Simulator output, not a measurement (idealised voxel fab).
process module | voxel self aligned vias
cross-section cut | 155 nm wide | cells 5 nm
A cross-section is a grid of square cells, given in bands from the top down. A band is one or more rows of cells.
Each band's line starts with the height of the band's top and of its bottom, in nm. Then come its materials from left to right, each with its width in nm. One material with "throughout" fills the band from edge to edge. "air" is empty space.
Height 0 is the level under which the wafer as received is all one material. The lowest band goes on downwards, as in "0 down".
A width such as "30 to 40" changes by the same amount from each row of cells to the next, from the band's top row to its bottom row.
"no change" after a step means that no cell of the cross-section changed.
closed voids: empty space of 8 cells or more with no open way to the top, each as width x height at its distance from the left edge, in nm
after a step's settings: what the simulator itself notes on the step
overlay nm, on a step with a mask: how far to the right of its planned place the mask lay; to the left if negative
Each pair below shows a cross-section before one step and the cross-section after it, down to the lowest band that changed. The line under each pair gives the step between them, with its settings. The pairs can come from different runs of this module on the same starting wafer, so a pair continues from the pair above only where its "before" says so.
before
  45 to 20: air 35 | SiO2 30 | air 25 | SiO2 30 | air 35
  20 to 15: SiCN throughout
  15 to 0: SiO2 throughout
  0 down: Si throughout
  closed voids: none
after
  50 to 45: air 30 | TiN 40 | air 15 | TiN 40 | air 30
  45 to 25: air 30 | TiN 5 | SiO2 30 | TiN 5 | air 15 | TiN 5 | SiO2 30 | TiN 5 | air 30
  25 to 20: TiN 35 | SiO2 30 | TiN 25 | SiO2 30 | TiN 35
  below 20: unchanged
  closed voids: none
the step between: op CONFORMAL_DEP | material TiN | thk nm 5
before: the cross-section after the pair above
after
  60 to 50: W throughout
  50 to 45: W 30 | TiN 40 | W 15 | TiN 40 | W 30
  45 to 25: W 30 | TiN 5 | SiO2 30 | TiN 5 | W 15 | TiN 5 | SiO2 30 | TiN 5 | W 30
  below 25: unchanged
  closed voids: none
the step between: op FILL_DEP | material W | thk nm 10
before: the cross-section after the pair above
after
  45 to 25: W 30 | TiN 5 | SiO2 30 | TiN 5 | W 15 | TiN 5 | SiO2 30 | TiN 5 | W 30
  below 25: unchanged
  closed voids: none
the step between: op CMP | height nm 45
before: the cross-section after the pair above
after
  45 to 40: air 35 | SiO2 30 | air 25 | SiO2 30 | air 35
  below 40: unchanged
  closed voids: none
the step between: op SELECTIVE_ETCH | etch materials W Ru TiN | depth nm 5
before: the cross-section after the pair above
after
  55 to 45: SiN throughout
  45 to 40: SiN 35 | SiO2 30 | SiN 25 | SiO2 30 | SiN 35
  below 40: unchanged
  closed voids: none
the step between: op FILL_DEP | material SiN | thk nm 10
before: the cross-section after the pair above
after
  45 to 40: SiN 35 | SiO2 30 | SiN 25 | SiO2 30 | SiN 35
  below 40: unchanged
  closed voids: none
the step between: op CMP | height nm 45
before: the cross-section after the pair above
after
  60 to 45: SiO2 throughout
  below 45: unchanged
  closed voids: none
the step between: op DIRECTIONAL_DEP | material SiO2 | thk nm 15
before: the cross-section after the pair above
after
  60 to 45: SiO2 30 | air 40 | SiO2 15 | air 40 | SiO2 30
  below 45: unchanged
  closed voids: none
the step between: op MASKED_ETCH | tone open | mask id VIAS | width nm 40 | pitch nm 55 | etch materials SiO2 | depth nm 15 | overlay nm 0
before: the cross-section after the pair above
after
  60 to 45: SiO2 30 | air 40 | SiO2 15 | air 40 | SiO2 30
  45 to 40: SiN 30 | air 5 | SiO2 30 | air 5 | SiN 15 | air 5 | SiO2 30 | air 5 | SiN 30
  below 40: unchanged
  closed voids: none
the step between: op MASKED_ETCH | tone open | mask id VIAS | width nm 40 | pitch nm 55 | etch materials SiN | depth nm 5 | overlay nm 0
before: the cross-section after the pair above
after
  65 to 60: TiN 35 | air 30 | TiN 25 | air 30 | TiN 35
  60 to 50: SiO2 30 | TiN 5 | air 30 | TiN 5 | SiO2 15 | TiN 5 | air 30 | TiN 5 | SiO2 30
  50 to 45: SiO2 30 | TiN 40 | SiO2 15 | TiN 40 | SiO2 30
  45 to 40: SiN 30 | TiN 5 | SiO2 30 | TiN 5 | SiN 15 | TiN 5 | SiO2 30 | TiN 5 | SiN 30
  below 40: unchanged
  closed voids: none
the step between: op CONFORMAL_DEP | material TiN | thk nm 5
before: the cross-section after the pair above
after
  75 to 65: Ru throughout
  65 to 60: TiN 35 | Ru 30 | TiN 25 | Ru 30 | TiN 35
  60 to 50: SiO2 30 | TiN 5 | Ru 30 | TiN 5 | SiO2 15 | TiN 5 | Ru 30 | TiN 5 | SiO2 30
  below 50: unchanged
  closed voids: none
the step between: op FILL_DEP | material Ru | thk nm 10
before: the cross-section after the pair above
after
  60 to 50: SiO2 30 | TiN 5 | Ru 30 | TiN 5 | SiO2 15 | TiN 5 | Ru 30 | TiN 5 | SiO2 30
  below 50: unchanged
  closed voids: none
the step between: op CMP | height nm 60
before: the cross-section after the pair above
after
  65 to 60: SiCN throughout
  below 60: unchanged
  closed voids: none
the step between: op CONFORMAL_DEP | material SiCN | thk nm 5
